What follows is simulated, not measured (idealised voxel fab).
Presented below is a process module, voxel gate over fins.
Section cut is 220 nm wide and gridded with 5 nm square cells.
If you're reading a cross-section in this doc, picture square cells in a grid; it comes to you as bands, top ones listed first down to the bottom, and a band can be one or more rows of cells. Each band's line starts with the height of the band's top and of its bottom, in nm. Then come its materials from left to right, each with its width in nm. One material with "throughout" fills the band from edge to edge. "air" is empty space. Counting heights begins at 0, where everything beneath is, in the wafer as received, one material. The lowest band has no bottom; it goes on downwards, as "0 -> down" shows. Quick explanation for "30..40": the width changes in equal steps down the rows of cells, from the first number in the band's top row to the second number in its bottom row. Where a step carries "no change occurred", the cross-section came out of it unchanged, cell for cell. Look at "Closed internal cavities" for the closed voids: empty spaces with no open path to the top, sized 8 cells or up. Each is width x height at distance, distance from the left edge, all nm. Heads up: the bit after the settings on a step's line is the simulator's remark on that step. Regarding "overlay nm": on a step with a mask, it is the distance the mask lay to the right of its planned place; a negative value places it to the left.
### Planned step list for the process
1 RECEIVE,material Si
2 CONFORMAL_DEP,material SiN,thk nm 5
3 DIRECTIONAL_DEP,material aC,thk nm 10
4 PATTERN,tone cover,mask id FINS,material resist,width nm 15,pitch nm 40,thk nm 25,overlay nm 0
5 DIRECTIONAL_ETCH,etch materials aC,depth nm 10
6 STRIP,etch materials resist
7 DIRECTIONAL_ETCH,etch materials SiN,depth nm 5
8 DIRECTIONAL_ETCH,etch materials Si,depth nm 40
9 STRIP,etch materials aC
10 OXIDIZE,depth nm 5
11 FILL_DEP,material SiO2,thk nm 5
12 CMP,height nm 5
13 SELECTIVE_ETCH,etch materials SiO2,depth nm 15
14 STRIP,etch materials SiN
15 CONFORMAL_DEP,material HfO2,thk nm 5
16 CONFORMAL_DEP,material TiN,thk nm 5
17 CONFORMAL_DEP,material TiAl,thk nm 5
18 CONFORMAL_DEP,material TiN,thk nm 5
19 FILL_DEP,material W,thk nm 10
20 CMP,height nm 25
21 CONFORMAL_DEP,material SiCN,thk nm 10
### As-received wafer cross-section (after step 1)
  0 -> down | Si throughout
  Closed internal cavities: none
### Cross-section at module end, one run error; start and plan unchanged from above
  35 -> 25 | SiCN throughout
  25 -> 20 | W throughout
  20 -> 15 | 35 W | 165 TiN | 20 W
  15 -> 10 | 35 W | 5 TiN | 35 TiAl | 5 TiN | 35 TiAl | 5 TiN | 35 TiAl | 5 TiN | 35 TiAl | 5 TiN | 20 W
  10 -> 5 | 40 TiN | 5 TiAl | 25 TiN | 5 TiAl | 5 TiN | 5 TiAl | 25 TiN | 5 TiAl | 5 TiN | 5 TiAl | 25 TiN | 5 TiAl | 5 TiN | 5 TiAl | 25 TiN | 5 TiAl | 25 TiN
  5 -> 0 | 45 TiAl | 5 TiN | 15 HfO2 | 5 TiN | 15 TiAl | 5 TiN | 15 HfO2 | 5 TiN | 15 TiAl | 5 TiN | 15 HfO2 | 5 TiN | 15 TiAl | 5 TiN | 15 HfO2 | 5 TiN | 30 TiAl
  0 -> -5 | 50 TiN | 5 HfO2 | 5 Si | 5 HfO2 | 25 TiN | 5 HfO2 | 5 Si | 5 HfO2 | 25 TiN | 5 HfO2 | 5 Si | 5 HfO2 | 25 TiN | 5 HfO2 | 5 Si | 5 HfO2 | 35 TiN
  -5 -> -10 | 55 HfO2 | 5 Si | 35 HfO2 | 5 Si | 35 HfO2 | 5 Si | 35 HfO2 | 5 Si | 40 HfO2
  -10 -> -45 | 55 SiO2 | 5 Si | 35 SiO2 | 5 Si | 35 SiO2 | 5 Si | 35 SiO2 | 5 Si | 40 SiO2
  -45 -> down | Si throughout
  Closed internal cavities: none
It is concluded that the wafer was processed incorrectly with respect to the plan, in that step 4 did not use the planned setting and instead ran as PATTERN,tone cover,mask id FINS,material resist,width nm 15,pitch nm 40,thk nm 25,overlay nm 10
